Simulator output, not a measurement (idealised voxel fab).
Process module heading - voxel self aligned contacts
Cross-section cut: width 145 nm, square cells of 5 nm.
Cross-section format: a grid of square cells, given as bands from top to bottom; each band is one or more rows of cells. First you get the band's top height and its bottom height, in nm, and then the materials it's made of, left to right, with each width in nm. If you see a single material with "everywhere", that one covers the band edge to edge. "empty" is empty space. Heights are measured from 0, the level below which the as-received wafer is all one material; the lowest band has no bottom and continues downward, written as in "0..down". Top row gets the first number, bottom row gets the second, and each row in between changes by the same step: that is how a band width like "30 to 40" works. "no alteration" (step): cross-section cells unchanged, all of them. "Enclosed empty spaces" lists enclosed empty spaces (at least 8 cells, no open path upward to the top), each as width x height at distance from the left edge, in nm. Where a step's line continues beyond its settings, the continuation is a remark by the simulator itself on that step. For masked steps, "overlay nm" on the step line gives how far right of plan the mask actually lay; a minus sign means it lay to the left.
These are the steps we planned for the process:
| 1 | RECEIVE | material Si |
| 2 | OXIDIZE | depth nm 5 |
| 3 | DIRECTIONAL_DEP | material polySi | thk nm 30 |
| 4 | DIRECTIONAL_DEP | material SiN | thk nm 20 |
| 5 | PATTERN | tone cover | mask id GATE | material resist | width nm 30 | pitch nm 75 | thk nm 15 | overlay nm 0 |
| 6 | DIRECTIONAL_ETCH | etch materials SiN | depth nm 20 |
| 7 | DIRECTIONAL_ETCH | etch materials polySi | depth nm 30 |
| 8 | STRIP | etch materials resist |
| 9 | CONFORMAL_DEP | material SiN | thk nm 10 |
| 10 | DIRECTIONAL_ETCH | etch materials SiN | depth nm 10 |
| 11 | FILL_DEP | material SiO2 | thk nm 15 |
| 12 | CMP | height nm 55 |
| 13 | MASKED_ETCH | tone open | mask id CONTACT | width nm 55 | etch materials SiO2 | depth nm 60 | overlay nm 0 |
| 14 | CONFORMAL_DEP | material TiN | thk nm 5 |
| 15 | FILL_DEP | material Ru | thk nm 10 |
| 16 | CMP | height nm 55 |
| 17 | CONFORMAL_DEP | material SiN | thk nm 5 |
Wafer cross-section on receipt, i.e. after step 1:
- 0..down  Si everywhere
- Enclosed empty spaces: none
Here's the wafer cut in cross-section after the module, started and planned just like above, except one thing was done wrong in the run:
- 60..55  SiN everywhere
- 55..50  SiO2 (10) / TiN (55) / Ru (15) / TiN (55) / SiO2 (10)
- 50..30  SiO2 (10) / TiN (10) / SiN (30) / TiN (15) / Ru (15) / TiN (15) / SiN (30) / TiN (10) / SiO2 (10)
- 30..15  SiO2 (10) / TiN (10) / polySi (30) / TiN (15) / Ru (15) / TiN (15) / polySi (30) / TiN (10) / SiO2 (10)
- 15..10  SiO2 (10) / TiN (10) / polySi (30) / TiN (45) / polySi (30) / TiN (10) / SiO2 (10)
- 10..0  TiN (20) / polySi (30) / TiN (45) / polySi (30) / TiN (20)
- 0..-5  SiO2 everywhere
- -5..down  Si everywhere
- Enclosed empty spaces: none
Nonconformance to the process plan: planned and actual differ for step 9; actual: CONFORMAL_DEP | material TiN | thk nm 10
